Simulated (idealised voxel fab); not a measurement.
process module | voxel quadruple lines
cross-section cut | 170 nm wide | cells 5 nm
A cross-section is a grid of square cells, given in bands from the top down. A band is one or more rows of cells.
Each band's line starts with the height of the band's top and of its bottom, in nm. Then come its materials from left to right, each with its width in nm. One material with "throughout" fills the band from edge to edge. "air" is empty space.
Height 0 is the level under which the wafer as received is all one material. The lowest band goes on downwards, as in "0 down".
A width such as "30 to 40" changes by the same amount from each row of cells to the next, from the band's top row to its bottom row.
"no change" after a step means that no cell of the cross-section changed.
closed voids: empty space of 8 cells or more with no open way to the top, each as width x height at its distance from the left edge, in nm
after a step's settings: what the simulator itself notes on the step
overlay nm, on a step with a mask: how far to the right of its planned place the mask lay; to the left if negative
plan
1 op RECEIVE | material Si
2 op CONFORMAL_DEP | material Al2O3 | thk nm 5
3 op DIRECTIONAL_DEP | material W | thk nm 10
4 op DIRECTIONAL_DEP | material polySi | thk nm 15
5 op DIRECTIONAL_DEP | material aC | thk nm 20
6 op PATTERN | tone cover | mask id MANDREL | material resist | width nm 20 | pitch nm 60 | thk nm 30 | overlay nm 0
7 op DIRECTIONAL_ETCH | etch materials aC | depth nm 20
8 op STRIP | etch materials resist
9 op CONFORMAL_DEP | material SiO2 | thk nm 10
10 op DIRECTIONAL_ETCH | etch materials SiO2 | depth nm 10
11 op STRIP | etch materials aC
12 op DIRECTIONAL_ETCH | etch materials polySi | depth nm 15
13 op STRIP | etch materials SiO2
14 op CONFORMAL_DEP | material SiCN | thk nm 5
15 op DIRECTIONAL_ETCH | etch materials SiCN | depth nm 5
16 op STRIP | etch materials polySi
17 op DIRECTIONAL_ETCH | etch materials W | depth nm 10
18 op STRIP | etch materials SiCN
19 op FILL_DEP | material SiO2 | thk nm 10
20 op CMP | height nm 15
first wafer, as planned
as received, after step 1
  0 down: Si throughout
  closed voids: none
after step 2
  5 to 0: Al2O3 throughout
  below 0: unchanged
after step 3
  15 to 5: W throughout
  below 5: unchanged
after step 4
  30 to 15: polySi throughout
  below 15: unchanged
after step 5
  50 to 30: aC throughout
  below 30: unchanged
after step 6
  80 to 50: air 45 | resist 20 | air 40 | resist 20 | air 45
  below 50: unchanged
after step 7
  60 to 50: air 45 | resist 20 | air 40 | resist 20 | air 45
  50 to 30: air 45 | aC 20 | air 40 | aC 20 | air 45
  below 30: unchanged
after step 8
  50 to 30: air 45 | aC 20 | air 40 | aC 20 | air 45
  below 30: unchanged
after step 9
  60 to 50: air 35 | SiO2 40 | air 20 | SiO2 40 | air 35
  50 to 40: air 35 | SiO2 10 | aC 20 | SiO2 10 | air 20 | SiO2 10 | aC 20 | SiO2 10 | air 35
  40 to 30: SiO2 45 | aC 20 | SiO2 40 | aC 20 | SiO2 45
  below 30: unchanged
after step 10
  50 to 30: air 35 | SiO2 10 | aC 20 | SiO2 10 | air 20 | SiO2 10 | aC 20 | SiO2 10 | air 35
  below 30: unchanged
after step 11
  50 to 30: air 35 | SiO2 10 | air 20 | SiO2 10 | air 20 | SiO2 10 | air 20 | SiO2 10 | air 35
  below 30: unchanged
after step 12
  50 to 30: air 35 | SiO2 10 | air 20 | SiO2 10 | air 20 | SiO2 10 | air 20 | SiO2 10 | air 35
  30 to 15: air 35 | polySi 10 | air 20 | polySi 10 | air 20 | polySi 10 | air 20 | polySi 10 | air 35
  below 15: unchanged
after step 13
  30 to 15: air 35 | polySi 10 | air 20 | polySi 10 | air 20 | polySi 10 | air 20 | polySi 10 | air 35
  below 15: unchanged
after step 14
  35 to 30: air 30 | SiCN 20 | air 10 | SiCN 20 | air 10 | SiCN 20 | air 10 | SiCN 20 | air 30
  30 to 20: air 30 | SiCN 5 | polySi 10 | SiCN 5 | air 10 | SiCN 5 | polySi 10 | SiCN 5 | air 10 | SiCN 5 | polySi 10 | SiCN 5 | air 10 | SiCN 5 | polySi 10 | SiCN 5 | air 30
  20 to 15: SiCN 35 | polySi 10 | SiCN 20 | polySi 10 | SiCN 20 | polySi 10 | SiCN 20 | polySi 10 | SiCN 35
  below 15: unchanged
after step 15
  30 to 15: air 30 | SiCN 5 | polySi 10 | SiCN 5 | air 10 | SiCN 5 | polySi 10 | SiCN 5 | air 10 | SiCN 5 | polySi 10 | SiCN 5 | air 10 | SiCN 5 | polySi 10 | SiCN 5 | air 30
  below 15: unchanged
after step 16
  30 to 15: air 30 | SiCN 5 | air 10 | SiCN 5 | air 10 | SiCN 5 | air 10 | SiCN 5 | air 10 | SiCN 5 | air 10 | SiCN 5 | air 10 | SiCN 5 | air 10 | SiCN 5 | air 30
  below 15: unchanged
after step 17
  30 to 15: air 30 | SiCN 5 | air 10 | SiCN 5 | air 10 | SiCN 5 | air 10 | SiCN 5 | air 10 | SiCN 5 | air 10 | SiCN 5 | air 10 | SiCN 5 | air 10 | SiCN 5 | air 30
  15 to 5: air 30 | W 5 | air 10 | W 5 | air 10 | W 5 | air 10 | W 5 | air 10 | W 5 | air 10 | W 5 | air 10 | W 5 | air 10 | W 5 | air 30
  below 5: unchanged
after step 18
  15 to 5: air 30 | W 5 | air 10 | W 5 | air 10 | W 5 | air 10 | W 5 | air 10 | W 5 | air 10 | W 5 | air 10 | W 5 | air 10 | W 5 | air 30
  below 5: unchanged
after step 19
  25 to 15: SiO2 throughout
  15 to 5: SiO2 30 | W 5 | SiO2 10 | W 5 | SiO2 10 | W 5 | SiO2 10 | W 5 | SiO2 10 | W 5 | SiO2 10 | W 5 | SiO2 10 | W 5 | SiO2 10 | W 5 | SiO2 30
  below 5: unchanged
after step 20
  15 to 5: SiO2 30 | W 5 | SiO2 10 | W 5 | SiO2 10 | W 5 | SiO2 10 | W 5 | SiO2 10 | W 5 | SiO2 10 | W 5 | SiO2 10 | W 5 | SiO2 10 | W 5 | SiO2 30
  below 5: unchanged
second wafer: like start, like plan, one mistake. Through step 5 it matches the first wafer
when step 6 should have ended
  80 to 50: resist 45 | air 20 | resist 40 | air 20 | resist 45
  below 50: unchanged
when step 7 should have ended
  60 to 50: resist 45 | air 20 | resist 40 | air 20 | resist 45
  50 to 30: aC 45 | air 20 | aC 40 | air 20 | aC 45
  below 30: unchanged
when step 8 should have ended
  50 to 30: aC 45 | air 20 | aC 40 | air 20 | aC 45
  below 30: unchanged
when step 9 should have ended
  60 to 50: SiO2 throughout
  50 to 30: aC 45 | SiO2 20 | aC 40 | SiO2 20 | aC 45
  below 30: unchanged
when step 10 should have ended
  50 to 30: aC 45 | SiO2 20 | aC 40 | SiO2 20 | aC 45
  below 30: unchanged
when step 11 should have ended
  50 to 30: air 45 | SiO2 20 | air 40 | SiO2 20 | air 45
  below 30: unchanged
when step 12 should have ended
  50 to 30: air 45 | SiO2 20 | air 40 | SiO2 20 | air 45
  30 to 15: air 45 | polySi 20 | air 40 | polySi 20 | air 45
  below 15: unchanged
when step 13 should have ended
  30 to 15: air 45 | polySi 20 | air 40 | polySi 20 | air 45
  below 15: unchanged
when step 14 should have ended
  35 to 30: air 40 | SiCN 30 | air 30 | SiCN 30 | air 40
  30 to 20: air 40 | SiCN 5 | polySi 20 | SiCN 5 | air 30 | SiCN 5 | polySi 20 | SiCN 5 | air 40
  20 to 15: SiCN 45 | polySi 20 | SiCN 40 | polySi 20 | SiCN 45
  below 15: unchanged
when step 15 should have ended
  30 to 15: air 40 | SiCN 5 | polySi 20 | SiCN 5 | air 30 | SiCN 5 | polySi 20 | SiCN 5 | air 40
  below 15: unchanged
when step 16 should have ended
  30 to 15: air 40 | SiCN 5 | air 20 | SiCN 5 | air 30 | SiCN 5 | air 20 | SiCN 5 | air 40
  below 15: unchanged
when step 17 should have ended
  30 to 15: air 40 | SiCN 5 | air 20 | SiCN 5 | air 30 | SiCN 5 | air 20 | SiCN 5 | air 40
  15 to 5: air 40 | W 5 | air 20 | W 5 | air 30 | W 5 | air 20 | W 5 | air 40
  below 5: unchanged
when step 18 should have ended
  15 to 5: air 40 | W 5 | air 20 | W 5 | air 30 | W 5 | air 20 | W 5 | air 40
  below 5: unchanged
when step 19 should have ended
  25 to 15: SiO2 throughout
  15 to 5: SiO2 40 | W 5 | SiO2 20 | W 5 | SiO2 30 | W 5 | SiO2 20 | W 5 | SiO2 40
  below 5: unchanged
when step 20 should have ended
  15 to 5: SiO2 40 | W 5 | SiO2 20 | W 5 | SiO2 30 | W 5 | SiO2 20 | W 5 | SiO2 40
  below 5: unchanged
what went wrong: step 6 ran as: op PATTERN | tone open | mask id MANDREL | material resist | width nm 20 | pitch nm 60 | thk nm 30 | overlay nm 0
at the end the second wafer has, in cells: 8 more of SiO2 | 8 fewer of W
